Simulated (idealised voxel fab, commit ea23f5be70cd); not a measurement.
voxel wiring stack: a process module
The cross-section shown here is cut; it is 160 nm wide and divided into square cells measuring 5 nm on a side.
The cross-sections in this document take the form of a grid made of square cells. They are written out as bands, in order from top to bottom. Each band consists of one or more rows of cells.
The entry gives the band's vertical extent as a top height and a bottom height in nm, then its horizontal make-up as materials from left to right, each with a width in nm. "air" stands for empty space; a single material marked "throughout" fills the band edge to edge.
Heads up on the height convention: 0 is the point under which the incoming wafer is all one material, and the lowest band has no bottom, it just keeps going down, like "top 0, no bottom".
With a width like "30 to 40", each row of cells in the band differs from the next by the same amount, the top row carrying the first number and the bottom row the second.
Reading "stayed the same" for a step: not a cell of the cross-section changed in it.
So "Enclosed voids" is basically the list of trapped voids: any empty space of 8 cells or more that can't reach the top through an opening. They're written width x height at distance, the distance being from the left edge, and it's all nm.
On each step's line, the part that comes after the settings is the simulator's own comment on the step.
The optional step-line setting "overlay nm" applies to steps with a mask and quantifies how far to the right of its planned location the mask lay, a negative value indicating leftward placement.
Read each pair as before and after one process step. The after cross-section shows only down to the lowest band that changed. The step between them and its settings are given below the pair. Pairs can come from different runs of this module on the same starting wafer. A pair continues from the pair above only where its "Prior to processing" entry says so.
PRIOR TO PROCESSING
> top 155, bottom 140  resist=45; air=15; resist=30; air=15; resist=55
> top 140, bottom 130  SiO2=45; air=15; SiO2=30; air=15; SiO2=55
> top 130, bottom 125  SiCN=45; air=15; SiCN=30; air=15; SiCN=55
> top 125, bottom 110  SiO2=45; TiN=5; Cu=15; TiN=5; SiO2=20; TiN=5; Cu=15; TiN=5; SiO2=45
> top 110, bottom 105  SiO2=45; TiN=5; Cu=5; TiN=15; SiO2=20; TiN=5; Cu=5; TiN=15; SiO2=45
> top 105, bottom 90  SiO2=45; TiN=5; Cu=5; TiN=5; SiO2=30; TiN=5; Cu=5; TiN=5; SiO2=55
> top 90, bottom 85  SiCN=45; TiN=15; SiCN=30; TiN=15; SiCN=55
> top 85, bottom 65  SiO2=45; TiN=5; W=15; TiN=5; SiO2=20; TiN=5; W=15; TiN=5; SiO2=45
> top 65, bottom 60  SiCN=45; TiN=25; SiCN=20; TiN=25; SiCN=45
> top 60, bottom 45  lowk=45; Ru=15; lowk=30; Ru=15; lowk=55
> top 45, bottom 40  SiCN=45; Ru=15; SiCN=30; Ru=15; SiCN=55
> top 40, bottom 35  lowk=45; TiN=5; Cu=15; TiN=5; lowk=20; TiN=5; Cu=15; TiN=5; lowk=45
> top 35, bottom 30  SiCN=45; TiN=25; SiCN=20; TiN=25; SiCN=45
> top 30, bottom 0  SiO2 throughout
> top 0, no bottom  Si throughout
> Enclosed voids: none
POST-PROCESS SECTION
> top 140, bottom 130  SiO2=45; air=15; SiO2=30; air=15; SiO2=55
> Below 130, no change.
> Enclosed voids: none
The process step bridging the two cross-sections above: STRIP: etch materials resist
Prior to processing: look at the pair above, its after cross-section is where this step starts.
POST-PROCESS SECTION
> top 140, bottom 135  SiO2=45; air=15; SiO2=30; air=15; SiO2=55
> top 135, bottom 130  SiO2=45; Ru=15; SiO2=30; Ru=15; SiO2=55
> top 130, bottom 125  SiCN=45; Ru=15; SiCN=30; Ru=15; SiCN=55
> Below 125, no change.
> Enclosed voids: none
The process step bridging the two cross-sections above: EPI: material Ru, thk nm 10
Prior to processing: look at the pair above, its after cross-section is where this step starts.
POST-PROCESS SECTION
> top 140, bottom 130  SiO2=45; Ru=15; SiO2=30; Ru=15; SiO2=55
> Below 130, no change.
> Enclosed voids: none
The process step bridging the two cross-sections above: EPI: material Ru, thk nm 5
Prior to processing: look at the pair above, its after cross-section is where this step starts.
POST-PROCESS SECTION
> top 145, bottom 140  TiN throughout
> Below 140, no change.
> Enclosed voids: none
The process step bridging the two cross-sections above: DIRECTIONAL_DEP: material TiN, thk nm 5
Prior to processing: look at the pair above, its after cross-section is where this step starts.
POST-PROCESS SECTION
> top 165, bottom 145  Ru throughout
> Below 145, no change.
> Enclosed voids: none
The process step bridging the two cross-sections above: DIRECTIONAL_DEP: material Ru, thk nm 20
Prior to processing: look at the pair above, its after cross-section is where this step starts.
POST-PROCESS SECTION
> top 180, bottom 165  air=45; resist=25; air=20; resist=25; air=45
> Below 165, no change.
> Enclosed voids: none
The process step bridging the two cross-sections above: PATTERN: tone cover, mask id METAL_4, material resist, width nm 25, pitch nm 45, thk nm 15, overlay nm 0
Prior to processing: look at the pair above, its after cross-section is where this step starts.
POST-PROCESS SECTION
> top 180, bottom 165  air=45; resist=25; air=20; resist=25; air=45
> top 165, bottom 145  air=45; Ru=25; air=20; Ru=25; air=45
> Below 145, no change.
> Enclosed voids: none
The process step bridging the two cross-sections above: DIRECTIONAL_ETCH: etch materials Ru, depth nm 20
Prior to processing: look at the pair above, its after cross-section is where this step starts.
POST-PROCESS SECTION
> top 180, bottom 165  air=45; resist=25; air=20; resist=25; air=45
> top 165, bottom 145  air=45; Ru=25; air=20; Ru=25; air=45
> top 145, bottom 140  air=45; TiN=25; air=20; TiN=25; air=45
> Below 140, no change.
> Enclosed voids: none
The process step bridging the two cross-sections above: DIRECTIONAL_ETCH: etch materials TiN, depth nm 5
Prior to processing: look at the pair above, its after cross-section is where this step starts.
POST-PROCESS SECTION
> top 165, bottom 145  air=45; Ru=25; air=20; Ru=25; air=45
> Below 145, no change.
> Enclosed voids: none
The process step bridging the two cross-sections above: STRIP: etch materials resist
Prior to processing: look at the pair above, its after cross-section is where this step starts.
POST-PROCESS SECTION
> top 170, bottom 165  air=40; SiN=35; air=10; SiN=35; air=40
> top 165, bottom 145  air=40; SiN=5; Ru=25; SiN=5; air=10; SiN=5; Ru=25; SiN=5; air=40
> top 145, bottom 140  SiN=45; TiN=25; SiN=20; TiN=25; SiN=45
> Below 140, no change.
> Enclosed voids: none
The process step bridging the two cross-sections above: CONFORMAL_DEP: material SiN, thk nm 5
Prior to processing: look at the pair above, its after cross-section is where this step starts.
POST-PROCESS SECTION
> top 180, bottom 170  lowk throughout
> top 170, bottom 165  lowk=40; SiN=35; lowk=10; SiN=35; lowk=40
> top 165, bottom 145  lowk=40; SiN=5; Ru=25; SiN=5; lowk=10; SiN=5; Ru=25; SiN=5; lowk=40
> Below 145, no change.
> Enclosed voids: none
The process step bridging the two cross-sections above: FILL_DEP: material lowk, thk nm 10
Prior to processing: look at the pair above, its after cross-section is where this step starts.
POST-PROCESS SECTION
> top 165, bottom 145  lowk=40; SiN=5; Ru=25; SiN=5; lowk=10; SiN=5; Ru=25; SiN=5; lowk=40
> Below 145, no change.
> Enclosed voids: none
The process step bridging the two cross-sections above: CMP: height nm 165
Prior to processing: look at the pair above, its after cross-section is where this step starts.
POST-PROCESS SECTION
> top 170, bottom 165  SiCN throughout
> Below 165, no change.
> Enclosed voids: none
The process step bridging the two cross-sections above: CONFORMAL_DEP: material SiCN, thk nm 5
PRIOR TO PROCESSING
> top 40, bottom 20  lowk=45; TiN=5; Cu=15; TiN=5; lowk=20; TiN=5; Cu=15; TiN=5; lowk=45
> top 20, bottom 15  SiCN=45; TiN=25; SiCN=20; TiN=25; SiCN=45
> top 15, bottom 0  SiO2 throughout
> top 0, no bottom  Si throughout
> Enclosed voids: none
POST-PROCESS SECTION
> top 55, bottom 40  lowk throughout
> Below 40, no change.
> Enclosed voids: none
The process step bridging the two cross-sections above: DIRECTIONAL_DEP: material lowk, thk nm 15
Prior to processing: look at the pair above, its after cross-section is where this step starts.
POST-PROCESS SECTION
> top 60, bottom 55  SiCN throughout
> Below 55, no change.
> Enclosed voids: none
The process step bridging the two cross-sections above: CONFORMAL_DEP: material SiCN, thk nm 5
Prior to processing: look at the pair above, its after cross-section is where this step starts.
POST-PROCESS SECTION
> top 60, bottom 55  SiCN=45; air=15; SiCN=30; air=15; SiCN=55
> Below 55, no change.
> Enclosed voids: none
The process step bridging the two cross-sections above: MASKED_ETCH: tone open, mask id PLUG_1, width nm 15, pitch nm 45, etch materials SiCN, depth nm 5, overlay nm 0
Prior to processing: look at the pair above, its after cross-section is where this step starts.
POST-PROCESS SECTION
> top 65, bottom 60  SiCN=50; air=5; SiCN=40; air=5; SiCN=60
> top 60, bottom 55  SiCN throughout
> Below 55, no change.
> Enclosed voids: none
The process step bridging the two cross-sections above: CONFORMAL_DEP: material SiCN, thk nm 5
Prior to processing: look at the pair above, its after cross-section is where this step starts.
POST-PROCESS SECTION
> top 85, bottom 80  SiO2=50; air=5; SiO2=40; air=5; SiO2=60
> top 80, bottom 65  SiO2 throughout
> top 65, bottom 60  SiCN=50; SiO2=5; SiCN=40; SiO2=5; SiCN=60
> Below 60, no change.
> Enclosed voids: none
The process step bridging the two cross-sections above: DIRECTIONAL_DEP: material SiO2, thk nm 20
Prior to processing: look at the pair above, its after cross-section is where this step starts.
POST-PROCESS SECTION
> top 100, bottom 85  resist=45; air=25; resist=20; air=25; resist=45
> Below 85, no change.
> Enclosed voids: none
The process step bridging the two cross-sections above: PATTERN: tone open, mask id METAL_2, material resist, width nm 25, pitch nm 45, thk nm 15, overlay nm 0
Prior to processing: look at the pair above, its after cross-section is where this step starts.
POST-PROCESS SECTION
> top 100, bottom 85  resist=45; air=25; resist=20; air=25; resist=45
> top 85, bottom 65  SiO2=45; air=25; SiO2=20; air=25; SiO2=45
> top 65, bottom 60  SiCN=50; air=5; SiCN=40; air=5; SiCN=60
> Below 60, no change.
> Enclosed voids: none
The process step bridging the two cross-sections above: DIRECTIONAL_ETCH: etch materials SiO2, depth nm 20
Prior to processing: look at the pair above, its after cross-section is where this step starts.
POST-PROCESS SECTION
> top 100, bottom 85  resist=45; air=25; resist=20; air=25; resist=45
> top 85, bottom 65  SiO2=45; air=25; SiO2=20; air=25; SiO2=45
> top 65, bottom 55  SiCN=45 to 50; air=25 to 5; SiCN=20 to 40; air=25 to 5; SiCN=45 to 60
> Below 55, no change.
> Enclosed voids: none
The process step bridging the two cross-sections above: DIRECTIONAL_ETCH: etch materials SiCN, depth nm 5
Prior to processing: look at the pair above, its after cross-section is where this step starts.
POST-PROCESS SECTION
> top 85, bottom 65  SiO2=45; air=25; SiO2=20; air=25; SiO2=45
> Below 65, no change.
> Enclosed voids: none
The process step bridging the two cross-sections above: STRIP: etch materials resist
Prior to processing: look at the pair above, its after cross-section is where this step starts.
POST-PROCESS SECTION
> top 90, bottom 85  TiN=50; air=15; TiN=30; air=15; TiN=50
> top 85, bottom 65  SiO2=45; TiN=5; air=15; TiN=5; SiO2=20; TiN=5; air=15; TiN=5; SiO2=45
> top 65, bottom 55  SiCN=45 to 50; TiN=25 to 5; SiCN=20 to 40; TiN=25 to 5; SiCN=45 to 60
> Below 55, no change.
> Enclosed voids: none
The process step bridging the two cross-sections above: CONFORMAL_DEP: material TiN, thk nm 5
Prior to processing: look at the pair above, its after cross-section is where this step starts.
POST-PROCESS SECTION
> top 100, bottom 90  W throughout
> top 90, bottom 85  TiN=50; W=15; TiN=30; W=15; TiN=50
> top 85, bottom 65  SiO2=45; TiN=5; W=15; TiN=5; SiO2=20; TiN=5; W=15; TiN=5; SiO2=45
> Below 65, no change.
> Enclosed voids: none
The process step bridging the two cross-sections above: FILL_DEP: material W, thk nm 10
Prior to processing: look at the pair above, its after cross-section is where this step starts.
POST-PROCESS SECTION
> top 85, bottom 65  SiO2=45; TiN=5; W=15; TiN=5; SiO2=20; TiN=5; W=15; TiN=5; SiO2=45
> Below 65, no change.
> Enclosed voids: none
The process step bridging the two cross-sections above: CMP: height nm 85
Prior to processing: look at the pair above, its after cross-section is where this step starts.
POST-PROCESS SECTION
> top 90, bottom 85  SiCN throughout
> Below 85, no change.
> Enclosed voids: none
The process step bridging the two cross-sections above: CONFORMAL_DEP: material SiCN, thk nm 5
Prior to processing: look at the pair above, its after cross-section is where this step starts.
POST-PROCESS SECTION
> top 125, bottom 90  SiO2 throughout
> Below 90, no change.
> Enclosed voids: none
The process step bridging the two cross-sections above: DIRECTIONAL_DEP: material SiO2, thk nm 35
Prior to processing: look at the pair above, its after cross-section is where this step starts.
POST-PROCESS SECTION
> top 145, bottom 125  resist=45; air=15; resist=30; air=15; resist=55
> Below 125, no change.
> Enclosed voids: none
The process step bridging the two cross-sections above: PATTERN: tone open, mask id METAL_3_HOLES, material resist, width nm 15, pitch nm 45, thk nm 20, overlay nm 0
Prior to processing: look at the pair above, its after cross-section is where this step starts.
POST-PROCESS SECTION
> top 145, bottom 125  resist=45; air=15; resist=30; air=15; resist=55
> top 125, bottom 90  SiO2=45; air=15; SiO2=30; air=15; SiO2=55
> Below 90, no change.
> Enclosed voids: none
The process step bridging the two cross-sections above: DIRECTIONAL_ETCH: etch materials SiO2, depth nm 35
Prior to processing: look at the pair above, its after cross-section is where this step starts.
POST-PROCESS SECTION
> top 125, bottom 90  SiO2=45; air=15; SiO2=30; air=15; SiO2=55
> Below 90, no change.
> Enclosed voids: none
The process step bridging the two cross-sections above: STRIP: etch materials resist
Prior to processing: look at the pair above, its after cross-section is where this step starts.
POST-PROCESS SECTION
> top 135, bottom 125  aC=45; air=15; aC=30; air=15; aC=55
> top 125, bottom 100  SiO2=45; air=15; SiO2=30; air=15; SiO2=55
> top 100, bottom 90  SiO2=45; aC=15; SiO2=30; aC=15; SiO2=55
> Below 90, no change.
> Enclosed voids: none
The process step bridging the two cross-sections above: DIRECTIONAL_DEP: material aC, thk nm 10
Prior to processing: look at the pair above, its after cross-section is where this step starts.
POST-PROCESS SECTION
> top 165, bottom 135  resist=45; air=25; resist=20; air=25; resist=45
> Below 135, no change.
> Enclosed voids: none
The process step bridging the two cross-sections above: PATTERN: tone open, mask id METAL_3, material resist, width nm 25, pitch nm 45, thk nm 30, overlay nm 0
Prior to processing: look at the pair above, its after cross-section is where this step starts.
POST-PROCESS SECTION
> top 155, bottom 135  resist=45; air=25; resist=20; air=25; resist=45
> top 135, bottom 125  aC=45; air=25; aC=20; air=25; aC=45
> top 125, bottom 90  SiO2=45; air=15; SiO2=30; air=15; SiO2=55
> Below 90, no change.
> Enclosed voids: none
The process step bridging the two cross-sections above: DIRECTIONAL_ETCH: etch materials aC, depth nm 10
Prior to processing: look at the pair above, its after cross-section is where this step starts.
POST-PROCESS SECTION
> top 135, bottom 125  aC=45; air=25; aC=20; air=25; aC=45
> Below 125, no change.
> Enclosed voids: none
The process step bridging the two cross-sections above: STRIP: etch materials resist
Prior to processing: look at the pair above, its after cross-section is where this step starts.
POST-PROCESS SECTION
> top 135, bottom 125  aC=45; air=25; aC=20; air=25; aC=45
> top 125, bottom 105  SiO2=45; air=25; SiO2=20; air=25; SiO2=45
> Below 105, no change.
> Enclosed voids: none
The process step bridging the two cross-sections above: DIRECTIONAL_ETCH: etch materials SiO2, depth nm 20
Prior to processing: look at the pair above, its after cross-section is where this step starts.
POST-PROCESS SECTION
> top 135, bottom 125  aC=45; air=25; aC=20; air=25; aC=45
> top 125, bottom 105  SiO2=45; air=25; SiO2=20; air=25; SiO2=45
> top 105, bottom 90  SiO2=45; air=15; SiO2=30; air=15; SiO2=55
> top 90, bottom 85  SiCN=45; air=15; SiCN=30; air=15; SiCN=55
> Below 85, no change.
> Enclosed voids: none
The process step bridging the two cross-sections above: DIRECTIONAL_ETCH: etch materials SiCN, depth nm 5
Prior to processing: look at the pair above, its after cross-section is where this step starts.
POST-PROCESS SECTION
> top 125, bottom 105  SiO2=45; air=25; SiO2=20; air=25; SiO2=45
> Below 105, no change.
> Enclosed voids: none
The process step bridging the two cross-sections above: STRIP: etch materials aC
Prior to processing: look at the pair above, its after cross-section is where this step starts.
POST-PROCESS SECTION
> top 130, bottom 125  TiN=50; air=15; TiN=30; air=15; TiN=50
> top 125, bottom 110  SiO2=45; TiN=5; air=15; TiN=5; SiO2=20; TiN=5; air=15; TiN=5; SiO2=45
> top 110, bottom 105  SiO2=45; TiN=5; air=5; TiN=15; SiO2=20; TiN=5; air=5; TiN=15; SiO2=45
> top 105, bottom 90  SiO2=45; TiN=5; air=5; TiN=5; SiO2=30; TiN=5; air=5; TiN=5; SiO2=55
> top 90, bottom 85  SiCN=45; TiN=15; SiCN=30; TiN=15; SiCN=55
> Below 85, no change.
> Enclosed voids: none
The process step bridging the two cross-sections above: CONFORMAL_DEP: material TiN, thk nm 5
Prior to processing: look at the pair above, its after cross-section is where this step starts.
POST-PROCESS SECTION
> top 140, bottom 130  Cu throughout
> top 130, bottom 125  TiN=50; Cu=15; TiN=30; Cu=15; TiN=50
> top 125, bottom 110  SiO2=45; TiN=5; Cu=15; TiN=5; SiO2=20; TiN=5; Cu=15; TiN=5; SiO2=45
> top 110, bottom 105  SiO2=45; TiN=5; Cu=5; TiN=15; SiO2=20; TiN=5; Cu=5; TiN=15; SiO2=45
> top 105, bottom 90  SiO2=45; TiN=5; Cu=5; TiN=5; SiO2=30; TiN=5; Cu=5; TiN=5; SiO2=55
> Below 90, no change.
> Enclosed voids: none
The process step bridging the two cross-sections above: FILL_DEP: material Cu, thk nm 10
Prior to processing: look at the pair above, its after cross-section is where this step starts.
POST-PROCESS SECTION
> top 125, bottom 110  SiO2=45; TiN=5; Cu=15; TiN=5; SiO2=20; TiN=5; Cu=15; TiN=5; SiO2=45
> Below 110, no change.
> Enclosed voids: none
The process step bridging the two cross-sections above: CMP: height nm 125
Prior to processing: look at the pair above, its after cross-section is where this step starts.
POST-PROCESS SECTION
> top 130, bottom 125  SiCN throughout
> Below 125, no change.
> Enclosed voids: none
The process step bridging the two cross-sections above: CONFORMAL_DEP: material SiCN, thk nm 5
Prior to processing: look at the pair above, its after cross-section is where this step starts.
POST-PROCESS SECTION
> top 140, bottom 130  SiO2 throughout
> Below 130, no change.
> Enclosed voids: none
The process step bridging the two cross-sections above: DIRECTIONAL_DEP: material SiO2, thk nm 10
Prior to processing: look at the pair above, its after cross-section is where this step starts.
POST-PROCESS SECTION
> top 155, bottom 140  resist=45; air=15; resist=30; air=15; resist=55
> Below 140, no change.
> Enclosed voids: none
The process step bridging the two cross-sections above: PATTERN: tone open, mask id PLUG_3, material resist, width nm 15, pitch nm 45, thk nm 15, overlay nm 0
Prior to processing: look at the pair above, its after cross-section is where this step starts.
POST-PROCESS SECTION
> top 155, bottom 140  resist=45; air=15; resist=30; air=15; resist=55
> top 140, bottom 130  SiO2=45; air=15; SiO2=30; air=15; SiO2=55
> Below 130, no change.
> Enclosed voids: none
The process step bridging the two cross-sections above: DIRECTIONAL_ETCH: etch materials SiO2, depth nm 10
Prior to processing: look at the pair above, its after cross-section is where this step starts.
POST-PROCESS SECTION
> top 155, bottom 140  resist=45; air=15; resist=30; air=15; resist=55
> top 140, bottom 130  SiO2=45; air=15; SiO2=30; air=15; SiO2=55
> top 130, bottom 125  SiCN=45; air=15; SiCN=30; air=15; SiCN=55
> Below 125, no change.
> Enclosed voids: none
The process step bridging the two cross-sections above: DIRECTIONAL_ETCH: etch materials SiCN, depth nm 5
Prior to processing: look at the pair above, its after cross-section is where this step starts.
POST-PROCESS SECTION
> top 140, bottom 130  SiO2=45; air=15; SiO2=30; air=15; SiO2=55
> Below 130, no change.
> Enclosed voids: none
The process step bridging the two cross-sections above: STRIP: etch materials resist
Prior to processing: look at the pair above, its after cross-section is where this step starts.
POST-PROCESS SECTION
> top 140, bottom 135  SiO2=45; air=15; SiO2=30; air=15; SiO2=55
> top 135, bottom 130  SiO2=45; Ru=15; SiO2=30; Ru=15; SiO2=55
> top 130, bottom 125  SiCN=45; Ru=15; SiCN=30; Ru=15; SiCN=55
> Below 125, no change.
> Enclosed voids: none
The process step bridging the two cross-sections above: EPI: material Ru, thk nm 10
Prior to processing: look at the pair above, its after cross-section is where this step starts.
POST-PROCESS SECTION
> top 140, bottom 130  SiO2=45; Ru=15; SiO2=30; Ru=15; SiO2=55
> Below 130, no change.
> Enclosed voids: none
The process step bridging the two cross-sections above: EPI: material Ru, thk nm 5
Prior to processing: look at the pair above, its after cross-section is where this step starts.
POST-PROCESS SECTION
> top 145, bottom 140  TiN throughout
> Below 140, no change.
> Enclosed voids: none
The process step bridging the two cross-sections above: DIRECTIONAL_DEP: material TiN, thk nm 5
Prior to processing: look at the pair above, its after cross-section is where this step starts.
POST-PROCESS SECTION
> top 165, bottom 145  Ru throughout
> Below 145, no change.
> Enclosed voids: none
The process step bridging the two cross-sections above: DIRECTIONAL_DEP: material Ru, thk nm 20
Prior to processing: look at the pair above, its after cross-section is where this step starts.
POST-PROCESS SECTION
> top 180, bottom 165  air=45; resist=25; air=20; resist=25; air=45
> Below 165, no change.
> Enclosed voids: none
The process step bridging the two cross-sections above: PATTERN: tone cover, mask id METAL_4, material resist, width nm 25, pitch nm 45, thk nm 15, overlay nm 0
Prior to processing: look at the pair above, its after cross-section is where this step starts.
POST-PROCESS SECTION
> top 180, bottom 165  air=45; resist=25; air=20; resist=25; air=45
> top 165, bottom 145  air=45; Ru=25; air=20; Ru=25; air=45
> Below 145, no change.
> Enclosed voids: none
The process step bridging the two cross-sections above: DIRECTIONAL_ETCH: etch materials Ru, depth nm 20
Prior to processing: look at the pair above, its after cross-section is where this step starts.
POST-PROCESS SECTION
> top 180, bottom 165  air=45; resist=25; air=20; resist=25; air=45
> top 165, bottom 145  air=45; Ru=25; air=20; Ru=25; air=45
> top 145, bottom 140  air=45; TiN=25; air=20; TiN=25; air=45
> Below 140, no change.
> Enclosed voids: none
The process step bridging the two cross-sections above: DIRECTIONAL_ETCH: etch materials TiN, depth nm 5
Prior to processing: look at the pair above, its after cross-section is where this step starts.
POST-PROCESS SECTION
> top 165, bottom 145  air=45; Ru=25; air=20; Ru=25; air=45
> Below 145, no change.
> Enclosed voids: none
The process step bridging the two cross-sections above: STRIP: etch materials resist
Prior to processing: look at the pair above, its after cross-section is where this step starts.
POST-PROCESS SECTION
> top 170, bottom 165  air=40; SiN=35; air=10; SiN=35; air=40
> top 165, bottom 145  air=40; SiN=5; Ru=25; SiN=5; air=10; SiN=5; Ru=25; SiN=5; air=40
> top 145, bottom 140  SiN=45; TiN=25; SiN=20; TiN=25; SiN=45
> Below 140, no change.
> Enclosed voids: none
The process step bridging the two cross-sections above: CONFORMAL_DEP: material SiN, thk nm 5
Prior to processing: look at the pair above, its after cross-section is where this step starts.
POST-PROCESS SECTION
> top 180, bottom 170  lowk throughout
> top 170, bottom 165  lowk=40; SiN=35; lowk=10; SiN=35; lowk=40
> top 165, bottom 145  lowk=40; SiN=5; Ru=25; SiN=5; lowk=10; SiN=5; Ru=25; SiN=5; lowk=40
> Below 145, no change.
> Enclosed voids: none
The process step bridging the two cross-sections above: FILL_DEP: material lowk, thk nm 10
Prior to processing: look at the pair above, its after cross-section is where this step starts.
POST-PROCESS SECTION
> top 165, bottom 145  lowk=40; SiN=5; Ru=25; SiN=5; lowk=10; SiN=5; Ru=25; SiN=5; lowk=40
> Below 145, no change.
> Enclosed voids: none
The process step bridging the two cross-sections above: CMP: height nm 165
Prior to processing: look at the pair above, its after cross-section is where this step starts.
POST-PROCESS SECTION
> top 170, bottom 165  SiCN throughout
> Below 165, no change.
> Enclosed voids: none
The process step bridging the two cross-sections above: CONFORMAL_DEP: material SiCN, thk nm 5
PRIOR TO PROCESSING
> top 0, no bottom  Si throughout
> Enclosed voids: none
POST-PROCESS SECTION
> top 25, bottom 0  SiO2 throughout
> Below 0, no change.
> Enclosed voids: none
The process step bridging the two cross-sections above: CONFORMAL_DEP: material SiO2, thk nm 25
Prior to processing: look at the pair above, its after cross-section is where this step starts.
POST-PROCESS SECTION
> top 30, bottom 25  SiCN throughout
> Below 25, no change.
> Enclosed voids: none
The process step bridging the two cross-sections above: CONFORMAL_DEP: material SiCN, thk nm 5
Prior to processing: look at the pair above, its after cross-section is where this step starts.
POST-PROCESS SECTION
> top 50, bottom 30  lowk throughout
> Below 30, no change.
> Enclosed voids: none
The process step bridging the two cross-sections above: DIRECTIONAL_DEP: material lowk, thk nm 20
Prior to processing: look at the pair above, its after cross-section is where this step starts.
POST-PROCESS SECTION
> top 65, bottom 50  aC throughout
> Below 50, no change.
> Enclosed voids: none
The process step bridging the two cross-sections above: DIRECTIONAL_DEP: material aC, thk nm 15
Prior to processing: look at the pair above, its after cross-section is where this step starts.
POST-PROCESS SECTION
> top 95, bottom 65  resist=45; air=25; resist=20; air=25; resist=45
> Below 65, no change.
> Enclosed voids: none
The process step bridging the two cross-sections above: PATTERN: tone open, mask id METAL_1, material resist, width nm 25, pitch nm 45, thk nm 30, overlay nm 0
Prior to processing: look at the pair above, its after cross-section is where this step starts.
POST-PROCESS SECTION
> top 80, bottom 65  resist=45; air=25; resist=20; air=25; resist=45
> top 65, bottom 50  aC=45; air=25; aC=20; air=25; aC=45
> Below 50, no change.
> Enclosed voids: none
The process step bridging the two cross-sections above: DIRECTIONAL_ETCH: etch materials aC, depth nm 15
Prior to processing: look at the pair above, its after cross-section is where this step starts.
POST-PROCESS SECTION
> top 65, bottom 50  aC=45; air=25; aC=20; air=25; aC=45
> Below 50, no change.
> Enclosed voids: none
The process step bridging the two cross-sections above: STRIP: etch materials resist
Prior to processing: look at the pair above, its after cross-section is where this step starts.
POST-PROCESS SECTION
> top 65, bottom 50  aC=45; air=25; aC=20; air=25; aC=45
> top 50, bottom 30  lowk=45; air=25; lowk=20; air=25; lowk=45
> Below 30, no change.
> Enclosed voids: none
The process step bridging the two cross-sections above: DIRECTIONAL_ETCH: etch materials lowk, depth nm 20
Prior to processing: look at the pair above, its after cross-section is where this step starts.
POST-PROCESS SECTION
> top 65, bottom 50  aC=45; air=25; aC=20; air=25; aC=45
> top 50, bottom 30  lowk=45; air=25; lowk=20; air=25; lowk=45
> top 30, bottom 25  SiCN=45; air=25; SiCN=20; air=25; SiCN=45
> Below 25, no change.
> Enclosed voids: none
The process step bridging the two cross-sections above: DIRECTIONAL_ETCH: etch materials SiCN, depth nm 5
Prior to processing: look at the pair above, its after cross-section is where this step starts.
POST-PROCESS SECTION
> top 50, bottom 30  lowk=45; air=25; lowk=20; air=25; lowk=45
> Below 30, no change.
> Enclosed voids: none
The process step bridging the two cross-sections above: STRIP: etch materials aC
Prior to processing: look at the pair above, its after cross-section is where this step starts.
POST-PROCESS SECTION
> top 55, bottom 50  TiN=50; air=15; TiN=30; air=15; TiN=50
> top 50, bottom 30  lowk=45; TiN=5; air=15; TiN=5; lowk=20; TiN=5; air=15; TiN=5; lowk=45
> top 30, bottom 25  SiCN=45; TiN=25; SiCN=20; TiN=25; SiCN=45
> Below 25, no change.
> Enclosed voids: none
The process step bridging the two cross-sections above: CONFORMAL_DEP: material TiN, thk nm 5
Prior to processing: look at the pair above, its after cross-section is where this step starts.
POST-PROCESS SECTION
> top 60, bottom 55  Cu throughout
> top 55, bottom 50  TiN=50; Cu=15; TiN=30; Cu=15; TiN=50
> top 50, bottom 30  lowk=45; TiN=5; Cu=15; TiN=5; lowk=20; TiN=5; Cu=15; TiN=5; lowk=45
> Below 30, no change.
> Enclosed voids: none
The process step bridging the two cross-sections above: FILL_DEP: material Cu, thk nm 5
Prior to processing: look at the pair above, its after cross-section is where this step starts.
POST-PROCESS SECTION
> top 40, bottom 30  lowk=45; TiN=5; Cu=15; TiN=5; lowk=20; TiN=5; Cu=15; TiN=5; lowk=45
> Below 30, no change.
> Enclosed voids: none
The process step bridging the two cross-sections above: CMP: height nm 40
Prior to processing: look at the pair above, its after cross-section is where this step starts.
POST-PROCESS SECTION
> top 45, bottom 40  SiCN throughout
> Below 40, no change.
> Enclosed voids: none
The process step bridging the two cross-sections above: CONFORMAL_DEP: material SiCN, thk nm 5
Prior to processing: look at the pair above, its after cross-section is where this step starts.
POST-PROCESS SECTION
> top 60, bottom 45  lowk throughout
> Below 45, no change.
> Enclosed voids: none
The process step bridging the two cross-sections above: DIRECTIONAL_DEP: material lowk, thk nm 15
Prior to processing: look at the pair above, its after cross-section is where this step starts.
POST-PROCESS SECTION
> top 60, bottom 45  lowk=45; air=15; lowk=30; air=15; lowk=55
> Below 45, no change.
> Enclosed voids: none
The process step bridging the two cross-sections above: MASKED_ETCH: tone open, mask id PLUG_1, width nm 15, pitch nm 45, etch materials lowk, depth nm 15, overlay nm 0
Prior to processing: look at the pair above, its after cross-section is where this step starts.
POST-PROCESS SECTION
> top 60, bottom 45  lowk=45; air=15; lowk=30; air=15; lowk=55
> top 45, bottom 40  SiCN=45; air=15; SiCN=30; air=15; SiCN=55
> Below 40, no change.
> Enclosed voids: none
The process step bridging the two cross-sections above: MASKED_ETCH: tone open, mask id PLUG_1, width nm 15, pitch nm 45, etch materials SiCN, depth nm 5, overlay nm 0
Prior to processing: look at the pair above, its after cross-section is where this step starts.
POST-PROCESS SECTION
> top 60, bottom 50  lowk=45; air=15; lowk=30; air=15; lowk=55
> top 50, bottom 45  lowk=45; Ru=15; lowk=30; Ru=15; lowk=55
> top 45, bottom 40  SiCN=45; Ru=15; SiCN=30; Ru=15; SiCN=55
> Below 40, no change.
> Enclosed voids: none
The process step bridging the two cross-sections above: EPI: material Ru, thk nm 10
Prior to processing: look at the pair above, its after cross-section is where this step starts.
POST-PROCESS SECTION
> top 60, bottom 45  lowk=45; Ru=15; lowk=30; Ru=15; lowk=55
> Below 45, no change.
> Enclosed voids: none
The process step bridging the two cross-sections above: EPI: material Ru, thk nm 10
Prior to processing: look at the pair above, its after cross-section is where this step starts.
POST-PROCESS SECTION
> top 65, bottom 60  SiCN throughout
> Below 60, no change.
> Enclosed voids: none
The process step bridging the two cross-sections above: CONFORMAL_DEP: material SiCN, thk nm 5
Prior to processing: look at the pair above, its after cross-section is where this step starts.
POST-PROCESS SECTION
> top 85, bottom 65  SiO2 throughout
> Below 65, no change.
> Enclosed voids: none
The process step bridging the two cross-sections above: DIRECTIONAL_DEP: material SiO2, thk nm 20
Prior to processing: look at the pair above, its after cross-section is where this step starts.
POST-PROCESS SECTION
> top 100, bottom 85  resist=45; air=25; resist=20; air=25; resist=45
> Below 85, no change.
> Enclosed voids: none
The process step bridging the two cross-sections above: PATTERN: tone open, mask id METAL_2, material resist, width nm 25, pitch nm 45, thk nm 15, overlay nm 0
Prior to processing: look at the pair above, its after cross-section is where this step starts.
POST-PROCESS SECTION
> top 100, bottom 85  resist=45; air=25; resist=20; air=25; resist=45
> top 85, bottom 65  SiO2=45; air=25; SiO2=20; air=25; SiO2=45
> Below 65, no change.
> Enclosed voids: none
The process step bridging the two cross-sections above: DIRECTIONAL_ETCH: etch materials SiO2, depth nm 20
